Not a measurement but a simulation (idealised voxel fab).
The document below concerns the process module designated voxel transistor to metal.
For reference, the cross-section in this document is cut, with width 160 nm and square cells of 5 nm.
A cross-section is a grid of square cells, given in bands from the top down. A band is one or more rows of cells. In this notation a band is specified by the heights of its top and bottom, in that order and in nm, after which its materials appear from left to right, each paired with its width in nm. The word "full width" attached to a single material means that material fills the band from edge to edge; the word "air" stands for empty space. Height reference: 0 = level under which incoming wafer is all one material. Lowest band: no bottom, runs on downward, e.g. "0 and below". So if you see something like "30..40" for the width, read it as the top row of the band sitting at the first number and the bottom row at the second, with every row in between moving by the same amount as the last. The designation "no change occurred", where it is given for a processing step, indicates that no cell of the cross-section was altered in the course of that step. "Enclosed voids" means: voids of 8 cells or more that are shut off from the top with no open way through. Written width x height at distance, distance from the left edge, in nm. Where a step's line continues beyond its settings, the continuation is a remark by the simulator itself on that step. The setting "overlay nm" may be written on the line of a step. When the step uses a mask, the value reports how far to the right of the planned place the mask lay, and a negative value reports that it lay to the left.

[The process steps that were planned are listed below]
step 1: RECEIVE (material Si)
step 2: CONFORMAL_DEP (material SiO2; thk nm 5)
step 3: CONFORMAL_DEP (material SiN; thk nm 10)
step 4: MASKED_ETCH (tone cover; mask id ACTIVE; width nm 125; etch materials SiN; depth nm 10; overlay nm 0)
step 5: MASKED_ETCH (tone cover; mask id ACTIVE; width nm 125; etch materials SiO2; depth nm 5; overlay nm 0)
step 6: MASKED_ETCH (tone cover; mask id ACTIVE; width nm 125; etch materials Si; depth nm 20; overlay nm 0)
step 7: OXIDIZE (depth nm 5)
step 8: FILL_DEP (material SiO2; thk nm 5)
step 9: CMP (height nm 15)
step 10: SELECTIVE_ETCH (etch materials SiO2; depth nm 10)
step 11: STRIP (etch materials SiN)
step 12: SELECTIVE_ETCH (etch materials SiO2; depth nm 5)
step 13: OXIDIZE (depth nm 5)
step 14: DIRECTIONAL_DEP (material polySi; thk nm 25)
step 15: DIRECTIONAL_DEP (material SiCN; thk nm 15)
step 16: PATTERN (tone cover; mask id GATE; material resist; width nm 35; thk nm 15; overlay nm 0)
step 17: DIRECTIONAL_ETCH (etch materials SiCN; depth nm 25)
step 18: DIRECTIONAL_ETCH (etch materials polySi; depth nm 35)
step 19: STRIP (etch materials resist)
step 20: CONFORMAL_DEP (material SiO2; thk nm 5)
step 21: DIRECTIONAL_ETCH (etch materials SiO2; depth nm 5)
step 22: CONFORMAL_DEP (material SiN; thk nm 10)
step 23: DIRECTIONAL_ETCH (etch materials SiN; depth nm 10)
step 24: DIRECTIONAL_ETCH (etch materials SiO2; depth nm 5)
step 25: EPI (material SiGe; thk nm 5)
step 26: FILL_DEP (material SiO2; thk nm 5)
step 27: CMP (height nm 25)
step 28: STRIP (etch materials polySi)
step 29: SELECTIVE_ETCH (etch materials SiO2; depth nm 5)
step 30: CONFORMAL_DEP (material HfO2; thk nm 5)
step 31: CONFORMAL_DEP (material TiN; thk nm 5)
step 32: FILL_DEP (material W; thk nm 10)
step 33: CMP (height nm 20)
step 34: DIRECTIONAL_DEP (material SiO2; thk nm 15)
step 35: MASKED_ETCH (tone open; mask id CONTACT; width nm 20; pitch nm 85; etch materials SiO2; depth nm 35; overlay nm 0)
step 36: CONFORMAL_DEP (material TiN; thk nm 5)
step 37: FILL_DEP (material Ru; thk nm 5)
step 38: CMP (height nm 35)
step 39: CONFORMAL_DEP (material SiCN; thk nm 5)
step 40: DIRECTIONAL_DEP (material SiO2; thk nm 20)
step 41: DIRECTIONAL_DEP (material aC; thk nm 10)
step 42: PATTERN (tone open; mask id METAL_1; material resist; width nm 20; pitch nm 85; thk nm 25; overlay nm 0)
step 43: DIRECTIONAL_ETCH (etch materials aC; depth nm 10)
step 44: STRIP (etch materials resist)
step 45: DIRECTIONAL_ETCH (etch materials SiO2; depth nm 20)
step 46: DIRECTIONAL_ETCH (etch materials SiCN; depth nm 5)
step 47: STRIP (etch materials aC)
step 48: CONFORMAL_DEP (material TiN; thk nm 5)
step 49: FILL_DEP (material Cu; thk nm 5)
step 50: CMP (height nm 60)
step 51: CONFORMAL_DEP (material SiCN; thk nm 5)
step 52: DIRECTIONAL_DEP (material lowk; thk nm 25)
step 53: PATTERN (tone open; mask id METAL_2; material resist; width nm 20; pitch nm 85; thk nm 20; overlay nm 0)
step 54: DIRECTIONAL_ETCH (etch materials lowk; depth nm 15)
step 55: STRIP (etch materials resist)
step 56: MASKED_ETCH (tone open; mask id METAL_2_HOLES; width nm 15; pitch nm 85; etch materials lowk; depth nm 10; overlay nm 0)
step 57: MASKED_ETCH (tone open; mask id METAL_2_HOLES; width nm 15; pitch nm 85; etch materials SiCN; depth nm 5; overlay nm 0)
step 58: CONFORMAL_DEP (material TiN; thk nm 5)
step 59: FILL_DEP (material Cu; thk nm 10)
step 60: CMP (height nm 90)
step 61: CONFORMAL_DEP (material SiN; thk nm 5)

[First wafer out of two, processed as planned]

[Cross-section of the wafer upon arrival, representing the state reached after step 1]
  0 and below: Si full width
  Enclosed voids: none

[Step 2 done - wafer cross-section]
  5 down to 0: SiO2 full width
  Note: structure below 0 unchanged.

[Step 3 done - wafer cross-section]
  15 down to 5: SiN full width
  Note: structure below 5 unchanged.

[Step 4 done - wafer cross-section]
  15 down to 5: air: 15 / SiN: 125 / air: 20
  Note: structure below 5 unchanged.

[Step 5 done - wafer cross-section]
  15 down to 5: air: 15 / SiN: 125 / air: 20
  5 down to 0: air: 15 / SiO2: 125 / air: 20
  Note: structure below 0 unchanged.

[Step 6 done - wafer cross-section]
  15 down to 5: air: 15 / SiN: 125 / air: 20
  5 down to 0: air: 15 / SiO2: 125 / air: 20
  0 down to -20: air: 15 / Si: 125 / air: 20
  Note: structure below -20 unchanged.

[Step 7 done - wafer cross-section]
  15 down to 5: air: 15 / SiN: 125 / air: 20
  5 down to 0: air: 15 / SiO2: 125 / air: 20
  0 down to -20: air: 15 / SiO2: 5 / Si: 115 / SiO2: 5 / air: 20
  -20 down to -25: SiO2: 20 / Si: 115 / SiO2: 25
  Note: structure below -25 unchanged.

[Step 8 done - wafer cross-section]
  20 down to 15: SiO2 full width
  15 down to 5: SiO2: 15 / SiN: 125 / SiO2: 20
  5 down to 0: SiO2 full width
  0 down to -25: SiO2: 20 / Si: 115 / SiO2: 25
  Note: structure below -25 unchanged.

[Step 9 done - wafer cross-section]
  15 down to 5: SiO2: 15 / SiN: 125 / SiO2: 20
  Note: structure below 5 unchanged.

[Step 10 done - wafer cross-section]
  15 down to 5: air: 15 / SiN: 125 / air: 20
  Note: structure below 5 unchanged.

[Step 11 done - wafer cross-section]
  5 down to 0: SiO2 full width
  Note: structure below 0 unchanged.

[Step 12 done - wafer cross-section]
  0 down to -25: SiO2: 20 / Si: 115 / SiO2: 25
  Note: structure below -25 unchanged.

[Step 13 done - wafer cross-section]
  0 down to -5: SiO2 full width
  Note: structure below -5 unchanged.

[Step 14 done - wafer cross-section]
  25 down to 0: polySi full width
  Note: structure below 0 unchanged.

[Step 15 done - wafer cross-section]
  40 down to 25: SiCN full width
  Note: structure below 25 unchanged.

[Step 16 done - wafer cross-section]
  55 down to 40: air: 60 / resist: 35 / air: 65
  Note: structure below 40 unchanged.

[Step 17 done - wafer cross-section]
  55 down to 40: air: 60 / resist: 35 / air: 65
  40 down to 25: air: 60 / SiCN: 35 / air: 65
  Note: structure below 25 unchanged.

[Step 18 done - wafer cross-section]
  55 down to 40: air: 60 / resist: 35 / air: 65
  40 down to 25: air: 60 / SiCN: 35 / air: 65
  25 down to 0: air: 60 / polySi: 35 / air: 65
  Note: structure below 0 unchanged.

[Step 19 done - wafer cross-section]
  40 down to 25: air: 60 / SiCN: 35 / air: 65
  Note: structure below 25 unchanged.

[Step 20 done - wafer cross-section]
  45 down to 40: air: 55 / SiO2: 45 / air: 60
  40 down to 25: air: 55 / SiO2: 5 / SiCN: 35 / SiO2: 5 / air: 60
  25 down to 5: air: 55 / SiO2: 5 / polySi: 35 / SiO2: 5 / air: 60
  5 down to 0: SiO2: 60 / polySi: 35 / SiO2: 65
  Note: structure below 0 unchanged.

[Step 21 done - wafer cross-section]
  40 down to 25: air: 55 / SiO2: 5 / SiCN: 35 / SiO2: 5 / air: 60
  25 down to 0: air: 55 / SiO2: 5 / polySi: 35 / SiO2: 5 / air: 60
  Note: structure below 0 unchanged.

[Step 22 done - wafer cross-section]
  50 down to 40: air: 45 / SiN: 65 / air: 50
  40 down to 25: air: 45 / SiN: 10 / SiO2: 5 / SiCN: 35 / SiO2: 5 / SiN: 10 / air: 50
  25 down to 10: air: 45 / SiN: 10 / SiO2: 5 / polySi: 35 / SiO2: 5 / SiN: 10 / air: 50
  10 down to 0: SiN: 55 / SiO2: 5 / polySi: 35 / SiO2: 5 / SiN: 60
  Note: structure below 0 unchanged.

[Step 23 done - wafer cross-section]
  40 down to 25: air: 45 / SiN: 10 / SiO2: 5 / SiCN: 35 / SiO2: 5 / SiN: 10 / air: 50
  25 down to 0: air: 45 / SiN: 10 / SiO2: 5 / polySi: 35 / SiO2: 5 / SiN: 10 / air: 50
  Note: structure below 0 unchanged.

[Step 24 done - wafer cross-section]
  40 down to 35: air: 45 / SiN: 10 / air: 5 / SiCN: 35 / air: 5 / SiN: 10 / air: 50
  35 down to 25: air: 45 / SiN: 10 / SiO2: 5 / SiCN: 35 / SiO2: 5 / SiN: 10 / air: 50
  25 down to 0: air: 45 / SiN: 10 / SiO2: 5 / polySi: 35 / SiO2: 5 / SiN: 10 / air: 50
  0 down to -5: air: 45 / SiO2: 65 / air: 50
  Note: structure below -5 unchanged.

[Step 25 done - wafer cross-section]
  40 down to 35: air: 45 / SiN: 10 / air: 5 / SiCN: 35 / air: 5 / SiN: 10 / air: 50
  35 down to 25: air: 45 / SiN: 10 / SiO2: 5 / SiCN: 35 / SiO2: 5 / SiN: 10 / air: 50
  25 down to 0: air: 45 / SiN: 10 / SiO2: 5 / polySi: 35 / SiO2: 5 / SiN: 10 / air: 50
  0 down to -5: air: 15 / SiGe: 30 / SiO2: 65 / SiGe: 30 / air: 20
  Note: structure below -5 unchanged.

[Step 26 done - wafer cross-section]
  45 down to 40: SiO2 full width
  40 down to 25: SiO2: 45 / SiN: 10 / SiO2: 5 / SiCN: 35 / SiO2: 5 / SiN: 10 / SiO2: 50
  25 down to 0: SiO2: 45 / SiN: 10 / SiO2: 5 / polySi: 35 / SiO2: 5 / SiN: 10 / SiO2: 50
  0 down to -5: SiO2: 15 / SiGe: 30 / SiO2: 65 / SiGe: 30 / SiO2: 20
  Note: structure below -5 unchanged.

[Step 27 done - wafer cross-section]
  25 down to 0: SiO2: 45 / SiN: 10 / SiO2: 5 / polySi: 35 / SiO2: 5 / SiN: 10 / SiO2: 50
  Note: structure below 0 unchanged.

[Step 28 done - wafer cross-section]
  25 down to 0: SiO2: 45 / SiN: 10 / SiO2: 5 / air: 35 / SiO2: 5 / SiN: 10 / SiO2: 50
  Note: structure below 0 unchanged.

[Step 29 done - wafer cross-section]
  25 down to 20: air: 45 / SiN: 10 / air: 45 / SiN: 10 / air: 50
  20 down to 0: SiO2: 45 / SiN: 10 / air: 45 / SiN: 10 / SiO2: 50
  0 down to -5: SiO2: 15 / SiGe: 30 / SiO2: 10 / air: 45 / SiO2: 10 / SiGe: 30 / SiO2: 20
  Note: structure below -5 unchanged.

[Step 30 done - wafer cross-section]
  30 down to 25: air: 40 / HfO2: 20 / air: 35 / HfO2: 20 / air: 45
  25 down to 20: HfO2: 45 / SiN: 10 / HfO2: 5 / air: 35 / HfO2: 5 / SiN: 10 / HfO2: 50
  20 down to 0: SiO2: 45 / SiN: 10 / HfO2: 5 / air: 35 / HfO2: 5 / SiN: 10 / SiO2: 50
  0 down to -5: SiO2: 15 / SiGe: 30 / SiO2: 10 / HfO2: 45 / SiO2: 10 / SiGe: 30 / SiO2: 20
  Note: structure below -5 unchanged.

[Step 31 done - wafer cross-section]
  35 down to 30: air: 35 / TiN: 30 / air: 25 / TiN: 30 / air: 40
  30 down to 25: TiN: 40 / HfO2: 20 / TiN: 5 / air: 25 / TiN: 5 / HfO2: 20 / TiN: 45
  25 down to 20: HfO2: 45 / SiN: 10 / HfO2: 5 / TiN: 5 / air: 25 / TiN: 5 / HfO2: 5 / SiN: 10 / HfO2: 50
  20 down to 5: SiO2: 45 / SiN: 10 / HfO2: 5 / TiN: 5 / air: 25 / TiN: 5 / HfO2: 5 / SiN: 10 / SiO2: 50
  5 down to 0: SiO2: 45 / SiN: 10 / HfO2: 5 / TiN: 35 / HfO2: 5 / SiN: 10 / SiO2: 50
  Note: structure below 0 unchanged.

[Step 32 done - wafer cross-section]
  45 down to 35: W full width
  35 down to 30: W: 35 / TiN: 30 / W: 25 / TiN: 30 / W: 40
  30 down to 25: TiN: 40 / HfO2: 20 / TiN: 5 / W: 25 / TiN: 5 / HfO2: 20 / TiN: 45
  25 down to 20: HfO2: 45 / SiN: 10 / HfO2: 5 / TiN: 5 / W: 25 / TiN: 5 / HfO2: 5 / SiN: 10 / HfO2: 50
  20 down to 5: SiO2: 45 / SiN: 10 / HfO2: 5 / TiN: 5 / W: 25 / TiN: 5 / HfO2: 5 / SiN: 10 / SiO2: 50
  Note: structure below 5 unchanged.

[Step 33 done - wafer cross-section]
  20 down to 5: SiO2: 45 / SiN: 10 / HfO2: 5 / TiN: 5 / W: 25 / TiN: 5 / HfO2: 5 / SiN: 10 / SiO2: 50
  Note: structure below 5 unchanged.

[Step 34 done - wafer cross-section]
  35 down to 20: SiO2 full width
  Note: structure below 20 unchanged.

[Step 35 done - wafer cross-section]
  35 down to 20: SiO2: 25 / air: 20 / SiO2: 65 / air: 20 / SiO2: 30
  20 down to 5: SiO2: 25 / air: 20 / SiN: 10 / HfO2: 5 / TiN: 5 / W: 25 / TiN: 5 / HfO2: 5 / SiN: 10 / air: 20 / SiO2: 30
  5 down to 0: SiO2: 25 / air: 20 / SiN: 10 / HfO2: 5 / TiN: 35 / HfO2: 5 / SiN: 10 / air: 20 / SiO2: 30
  Note: structure below 0 unchanged.

[Step 36 done - wafer cross-section]
  40 down to 35: TiN: 30 / air: 10 / TiN: 75 / air: 10 / TiN: 35
  35 down to 20: SiO2: 25 / TiN: 5 / air: 10 / TiN: 5 / SiO2: 65 / TiN: 5 / air: 10 / TiN: 5 / SiO2: 30
  20 down to 5: SiO2: 25 / TiN: 5 / air: 10 / TiN: 5 / SiN: 10 / HfO2: 5 / TiN: 5 / W: 25 / TiN: 5 / HfO2: 5 / SiN: 10 / TiN: 5 / air: 10 / TiN: 5 / SiO2: 30
  5 down to 0: SiO2: 25 / TiN: 20 / SiN: 10 / HfO2: 5 / TiN: 35 / HfO2: 5 / SiN: 10 / TiN: 20 / SiO2: 30
  Note: structure below 0 unchanged.

[Step 37 done - wafer cross-section]
  45 down to 40: Ru full width
  40 down to 35: TiN: 30 / Ru: 10 / TiN: 75 / Ru: 10 / TiN: 35
  35 down to 20: SiO2: 25 / TiN: 5 / Ru: 10 / TiN: 5 / SiO2: 65 / TiN: 5 / Ru: 10 / TiN: 5 / SiO2: 30
  20 down to 5: SiO2: 25 / TiN: 5 / Ru: 10 / TiN: 5 / SiN: 10 / HfO2: 5 / TiN: 5 / W: 25 / TiN: 5 / HfO2: 5 / SiN: 10 / TiN: 5 / Ru: 10 / TiN: 5 / SiO2: 30
  Note: structure below 5 unchanged.

[Step 38 done - wafer cross-section]
  35 down to 20: SiO2: 25 / TiN: 5 / Ru: 10 / TiN: 5 / SiO2: 65 / TiN: 5 / Ru: 10 / TiN: 5 / SiO2: 30
  Note: structure below 20 unchanged.

[Step 39 done - wafer cross-section]
  40 down to 35: SiCN full width
  Note: structure below 35 unchanged.

[Step 40 done - wafer cross-section]
  60 down to 40: SiO2 full width
  Note: structure below 40 unchanged.

[Step 41 done - wafer cross-section]
  70 down to 60: aC full width
  Note: structure below 60 unchanged.

[Step 42 done - wafer cross-section]
  95 down to 70: resist: 25 / air: 20 / resist: 65 / air: 20 / resist: 30
  Note: structure below 70 unchanged.

[Step 43 done - wafer cross-section]
  85 down to 70: resist: 25 / air: 20 / resist: 65 / air: 20 / resist: 30
  70 down to 60: aC: 25 / air: 20 / aC: 65 / air: 20 / aC: 30
  Note: structure below 60 unchanged.

[Step 44 done - wafer cross-section]
  70 down to 60: aC: 25 / air: 20 / aC: 65 / air: 20 / aC: 30
  Note: structure below 60 unchanged.

[Step 45 done - wafer cross-section]
  70 down to 60: aC: 25 / air: 20 / aC: 65 / air: 20 / aC: 30
  60 down to 40: SiO2: 25 / air: 20 / SiO2: 65 / air: 20 / SiO2: 30
  Note: structure below 40 unchanged.

[Step 46 done - wafer cross-section]
  70 down to 60: aC: 25 / air: 20 / aC: 65 / air: 20 / aC: 30
  60 down to 40: SiO2: 25 / air: 20 / SiO2: 65 / air: 20 / SiO2: 30
  40 down to 35: SiCN: 25 / air: 20 / SiCN: 65 / air: 20 / SiCN: 30
  Note: structure below 35 unchanged.

[Step 47 done - wafer cross-section]
  60 down to 40: SiO2: 25 / air: 20 / SiO2: 65 / air: 20 / SiO2: 30
  Note: structure below 40 unchanged.

[Step 48 done - wafer cross-section]
  65 down to 60: TiN: 30 / air: 10 / TiN: 75 / air: 10 / TiN: 35
  60 down to 40: SiO2: 25 / TiN: 5 / air: 10 / TiN: 5 / SiO2: 65 / TiN: 5 / air: 10 / TiN: 5 / SiO2: 30
  40 down to 35: SiCN: 25 / TiN: 20 / SiCN: 65 / TiN: 20 / SiCN: 30
  Note: structure below 35 unchanged.

[Step 49 done - wafer cross-section]
  70 down to 65: Cu full width
  65 down to 60: TiN: 30 / Cu: 10 / TiN: 75 / Cu: 10 / TiN: 35
  60 down to 40: SiO2: 25 / TiN: 5 / Cu: 10 / TiN: 5 / SiO2: 65 / TiN: 5 / Cu: 10 / TiN: 5 / SiO2: 30
  Note: structure below 40 unchanged.

[Step 50 done - wafer cross-section]
  60 down to 40: SiO2: 25 / TiN: 5 / Cu: 10 / TiN: 5 / SiO2: 65 / TiN: 5 / Cu: 10 / TiN: 5 / SiO2: 30
  Note: structure below 40 unchanged.

[Step 51 done - wafer cross-section]
  65 down to 60: SiCN full width
  Note: structure below 60 unchanged.

[Step 52 done - wafer cross-section]
  90 down to 65: lowk full width
  Note: structure below 65 unchanged.

[Step 53 done - wafer cross-section]
  110 down to 90: resist: 25 / air: 20 / resist: 65 / air: 20 / resist: 30
  Note: structure below 90 unchanged.

[Step 54 done - wafer cross-section]
  110 down to 90: resist: 25 / air: 20 / resist: 65 / air: 20 / resist: 30
  90 down to 75: lowk: 25 / air: 20 / lowk: 65 / air: 20 / lowk: 30
  Note: structure below 75 unchanged.

[Step 55 done - wafer cross-section]
  90 down to 75: lowk: 25 / air: 20 / lowk: 65 / air: 20 / lowk: 30
  Note: structure below 75 unchanged.

[Step 56 done - wafer cross-section]
  90 down to 75: lowk: 25 / air: 20 / lowk: 65 / air: 20 / lowk: 30
  75 down to 65: lowk: 25 / air: 15 / lowk: 70 / air: 15 / lowk: 35
  Note: structure below 65 unchanged.

[Step 57 done - wafer cross-section]
  90 down to 75: lowk: 25 / air: 20 / lowk: 65 / air: 20 / lowk: 30
  75 down to 65: lowk: 25 / air: 15 / lowk: 70 / air: 15 / lowk: 35
  65 down to 60: SiCN: 25 / air: 15 / SiCN: 70 / air: 15 / SiCN: 35
  Note: structure below 60 unchanged.

[Step 58 done - wafer cross-section]
  95 down to 90: TiN: 30 / air: 10 / TiN: 75 / air: 10 / TiN: 35
  90 down to 80: lowk: 25 / TiN: 5 / air: 10 / TiN: 5 / lowk: 65 / TiN: 5 / air: 10 / TiN: 5 / lowk: 30
  80 down to 75: lowk: 25 / TiN: 5 / air: 5 / TiN: 10 / lowk: 65 / TiN: 5 / air: 5 / TiN: 10 / lowk: 30
  75 down to 65: lowk: 25 / TiN: 5 / air: 5 / TiN: 5 / lowk: 70 / TiN: 5 / air: 5 / TiN: 5 / lowk: 35
  65 down to 60: SiCN: 25 / TiN: 15 / SiCN: 70 / TiN: 15 / SiCN: 35
  Note: structure below 60 unchanged.

[Step 59 done - wafer cross-section]
  105 down to 95: Cu full width
  95 down to 90: TiN: 30 / Cu: 10 / TiN: 75 / Cu: 10 / TiN: 35
  90 down to 80: lowk: 25 / TiN: 5 / Cu: 10 / TiN: 5 / lowk: 65 / TiN: 5 / Cu: 10 / TiN: 5 / lowk: 30
  80 down to 75: lowk: 25 / TiN: 5 / Cu: 5 / TiN: 10 / lowk: 65 / TiN: 5 / Cu: 5 / TiN: 10 / lowk: 30
  75 down to 65: lowk: 25 / TiN: 5 / Cu: 5 / TiN: 5 / lowk: 70 / TiN: 5 / Cu: 5 / TiN: 5 / lowk: 35
  Note: structure below 65 unchanged.

[Step 60 done - wafer cross-section]
  90 down to 80: lowk: 25 / TiN: 5 / Cu: 10 / TiN: 5 / lowk: 65 / TiN: 5 / Cu: 10 / TiN: 5 / lowk: 30
  Note: structure below 80 unchanged.

[Step 61 done - wafer cross-section]
  95 down to 90: SiN full width
  Note: structure below 90 unchanged.

[Here the second wafer is described. Its start and its plan were those of the first wafer. Its run contained one mistake. Up to and including step 29, it did exactly what the first wafer did]

The second wafer in cross-section, at the planned close of step 30: no change occurred

[The second wafer in cross-section, at the planned close of step 31]
  30 down to 25: air: 40 / TiN: 20 / air: 35 / TiN: 20 / air: 45
  25 down to 20: TiN: 45 / SiN: 10 / TiN: 5 / air: 35 / TiN: 5 / SiN: 10 / TiN: 50
  20 down to 0: SiO2: 45 / SiN: 10 / TiN: 5 / air: 35 / TiN: 5 / SiN: 10 / SiO2: 50
  0 down to -5: SiO2: 15 / SiGe: 30 / SiO2: 10 / TiN: 45 / SiO2: 10 / SiGe: 30 / SiO2: 20
  Note: structure below -5 unchanged.

[The second wafer in cross-section, at the planned close of step 32]
  40 down to 30: W full width
  30 down to 25: W: 40 / TiN: 20 / W: 35 / TiN: 20 / W: 45
  25 down to 20: TiN: 45 / SiN: 10 / TiN: 5 / W: 35 / TiN: 5 / SiN: 10 / TiN: 50
  20 down to 0: SiO2: 45 / SiN: 10 / TiN: 5 / W: 35 / TiN: 5 / SiN: 10 / SiO2: 50
  Note: structure below 0 unchanged.

[The second wafer in cross-section, at the planned close of step 33]
  20 down to 0: SiO2: 45 / SiN: 10 / TiN: 5 / W: 35 / TiN: 5 / SiN: 10 / SiO2: 50
  Note: structure below 0 unchanged.

[The second wafer in cross-section, at the planned close of step 34]
  35 down to 20: SiO2 full width
  Note: structure below 20 unchanged.

[The second wafer in cross-section, at the planned close of step 35]
  35 down to 20: SiO2: 25 / air: 20 / SiO2: 65 / air: 20 / SiO2: 30
  20 down to 0: SiO2: 25 / air: 20 / SiN: 10 / TiN: 5 / W: 35 / TiN: 5 / SiN: 10 / air: 20 / SiO2: 30
  Note: structure below 0 unchanged.

[The second wafer in cross-section, at the planned close of step 36]
  40 down to 35: TiN: 30 / air: 10 / TiN: 75 / air: 10 / TiN: 35
  35 down to 20: SiO2: 25 / TiN: 5 / air: 10 / TiN: 5 / SiO2: 65 / TiN: 5 / air: 10 / TiN: 5 / SiO2: 30
  20 down to 5: SiO2: 25 / TiN: 5 / air: 10 / TiN: 5 / SiN: 10 / TiN: 5 / W: 35 / TiN: 5 / SiN: 10 / TiN: 5 / air: 10 / TiN: 5 / SiO2: 30
  5 down to 0: SiO2: 25 / TiN: 20 / SiN: 10 / TiN: 5 / W: 35 / TiN: 5 / SiN: 10 / TiN: 20 / SiO2: 30
  Note: structure below 0 unchanged.

[The second wafer in cross-section, at the planned close of step 37]
  45 down to 40: Ru full width
  40 down to 35: TiN: 30 / Ru: 10 / TiN: 75 / Ru: 10 / TiN: 35
  35 down to 20: SiO2: 25 / TiN: 5 / Ru: 10 / TiN: 5 / SiO2: 65 / TiN: 5 / Ru: 10 / TiN: 5 / SiO2: 30
  20 down to 5: SiO2: 25 / TiN: 5 / Ru: 10 / TiN: 5 / SiN: 10 / TiN: 5 / W: 35 / TiN: 5 / SiN: 10 / TiN: 5 / Ru: 10 / TiN: 5 / SiO2: 30
  Note: structure below 5 unchanged.

[The second wafer in cross-section, at the planned close of step 38]
  35 down to 20: SiO2: 25 / TiN: 5 / Ru: 10 / TiN: 5 / SiO2: 65 / TiN: 5 / Ru: 10 / TiN: 5 / SiO2: 30
  Note: structure below 20 unchanged.

[The second wafer in cross-section, at the planned close of step 39]
  40 down to 35: SiCN full width
  Note: structure below 35 unchanged.

[The second wafer in cross-section, at the planned close of step 40]
  60 down to 40: SiO2 full width
  Note: structure below 40 unchanged.

[The second wafer in cross-section, at the planned close of step 41]
  70 down to 60: aC full width
  Note: structure below 60 unchanged.

[The second wafer in cross-section, at the planned close of step 42]
  95 down to 70: resist: 25 / air: 20 / resist: 65 / air: 20 / resist: 30
  Note: structure below 70 unchanged.

[The second wafer in cross-section, at the planned close of step 43]
  85 down to 70: resist: 25 / air: 20 / resist: 65 / air: 20 / resist: 30
  70 down to 60: aC: 25 / air: 20 / aC: 65 / air: 20 / aC: 30
  Note: structure below 60 unchanged.

[The second wafer in cross-section, at the planned close of step 44]
  70 down to 60: aC: 25 / air: 20 / aC: 65 / air: 20 / aC: 30
  Note: structure below 60 unchanged.

[The second wafer in cross-section, at the planned close of step 45]
  70 down to 60: aC: 25 / air: 20 / aC: 65 / air: 20 / aC: 30
  60 down to 40: SiO2: 25 / air: 20 / SiO2: 65 / air: 20 / SiO2: 30
  Note: structure below 40 unchanged.

[The second wafer in cross-section, at the planned close of step 46]
  70 down to 60: aC: 25 / air: 20 / aC: 65 / air: 20 / aC: 30
  60 down to 40: SiO2: 25 / air: 20 / SiO2: 65 / air: 20 / SiO2: 30
  40 down to 35: SiCN: 25 / air: 20 / SiCN: 65 / air: 20 / SiCN: 30
  Note: structure below 35 unchanged.

[The second wafer in cross-section, at the planned close of step 47]
  60 down to 40: SiO2: 25 / air: 20 / SiO2: 65 / air: 20 / SiO2: 30
  Note: structure below 40 unchanged.

[The second wafer in cross-section, at the planned close of step 48]
  65 down to 60: TiN: 30 / air: 10 / TiN: 75 / air: 10 / TiN: 35
  60 down to 40: SiO2: 25 / TiN: 5 / air: 10 / TiN: 5 / SiO2: 65 / TiN: 5 / air: 10 / TiN: 5 / SiO2: 30
  40 down to 35: SiCN: 25 / TiN: 20 / SiCN: 65 / TiN: 20 / SiCN: 30
  Note: structure below 35 unchanged.

[The second wafer in cross-section, at the planned close of step 49]
  70 down to 65: Cu full width
  65 down to 60: TiN: 30 / Cu: 10 / TiN: 75 / Cu: 10 / TiN: 35
  60 down to 40: SiO2: 25 / TiN: 5 / Cu: 10 / TiN: 5 / SiO2: 65 / TiN: 5 / Cu: 10 / TiN: 5 / SiO2: 30
  Note: structure below 40 unchanged.

[The second wafer in cross-section, at the planned close of step 50]
  60 down to 40: SiO2: 25 / TiN: 5 / Cu: 10 / TiN: 5 / SiO2: 65 / TiN: 5 / Cu: 10 / TiN: 5 / SiO2: 30
  Note: structure below 40 unchanged.

[The second wafer in cross-section, at the planned close of step 51]
  65 down to 60: SiCN full width
  Note: structure below 60 unchanged.

[The second wafer in cross-section, at the planned close of step 52]
  90 down to 65: lowk full width
  Note: structure below 65 unchanged.

[The second wafer in cross-section, at the planned close of step 53]
  110 down to 90: resist: 25 / air: 20 / resist: 65 / air: 20 / resist: 30
  Note: structure below 90 unchanged.

[The second wafer in cross-section, at the planned close of step 54]
  110 down to 90: resist: 25 / air: 20 / resist: 65 / air: 20 / resist: 30
  90 down to 75: lowk: 25 / air: 20 / lowk: 65 / air: 20 / lowk: 30
  Note: structure below 75 unchanged.

[The second wafer in cross-section, at the planned close of step 55]
  90 down to 75: lowk: 25 / air: 20 / lowk: 65 / air: 20 / lowk: 30
  Note: structure below 75 unchanged.

[The second wafer in cross-section, at the planned close of step 56]
  90 down to 75: lowk: 25 / air: 20 / lowk: 65 / air: 20 / lowk: 30
  75 down to 65: lowk: 25 / air: 15 / lowk: 70 / air: 15 / lowk: 35
  Note: structure below 65 unchanged.

[The second wafer in cross-section, at the planned close of step 57]
  90 down to 75: lowk: 25 / air: 20 / lowk: 65 / air: 20 / lowk: 30
  75 down to 65: lowk: 25 / air: 15 / lowk: 70 / air: 15 / lowk: 35
  65 down to 60: SiCN: 25 / air: 15 / SiCN: 70 / air: 15 / SiCN: 35
  Note: structure below 60 unchanged.

[The second wafer in cross-section, at the planned close of step 58]
  95 down to 90: TiN: 30 / air: 10 / TiN: 75 / air: 10 / TiN: 35
  90 down to 80: lowk: 25 / TiN: 5 / air: 10 / TiN: 5 / lowk: 65 / TiN: 5 / air: 10 / TiN: 5 / lowk: 30
  80 down to 75: lowk: 25 / TiN: 5 / air: 5 / TiN: 10 / lowk: 65 / TiN: 5 / air: 5 / TiN: 10 / lowk: 30
  75 down to 65: lowk: 25 / TiN: 5 / air: 5 / TiN: 5 / lowk: 70 / TiN: 5 / air: 5 / TiN: 5 / lowk: 35
  65 down to 60: SiCN: 25 / TiN: 15 / SiCN: 70 / TiN: 15 / SiCN: 35
  Note: structure below 60 unchanged.

[The second wafer in cross-section, at the planned close of step 59]
  105 down to 95: Cu full width
  95 down to 90: TiN: 30 / Cu: 10 / TiN: 75 / Cu: 10 / TiN: 35
  90 down to 80: lowk: 25 / TiN: 5 / Cu: 10 / TiN: 5 / lowk: 65 / TiN: 5 / Cu: 10 / TiN: 5 / lowk: 30
  80 down to 75: lowk: 25 / TiN: 5 / Cu: 5 / TiN: 10 / lowk: 65 / TiN: 5 / Cu: 5 / TiN: 10 / lowk: 30
  75 down to 65: lowk: 25 / TiN: 5 / Cu: 5 / TiN: 5 / lowk: 70 / TiN: 5 / Cu: 5 / TiN: 5 / lowk: 35
  Note: structure below 65 unchanged.

[The second wafer in cross-section, at the planned close of step 60]
  90 down to 80: lowk: 25 / TiN: 5 / Cu: 10 / TiN: 5 / lowk: 65 / TiN: 5 / Cu: 10 / TiN: 5 / lowk: 30
  Note: structure below 80 unchanged.

[The second wafer in cross-section, at the planned close of step 61]
  95 down to 90: SiN full width
  Note: structure below 90 unchanged.
Error vs. plan: step 30 of the plan did not run at all; it was left out
Materials where the second wafer ends with more or fewer cells than the first: 17 fewer of HfO2; 4 more of TiN; 13 more of W
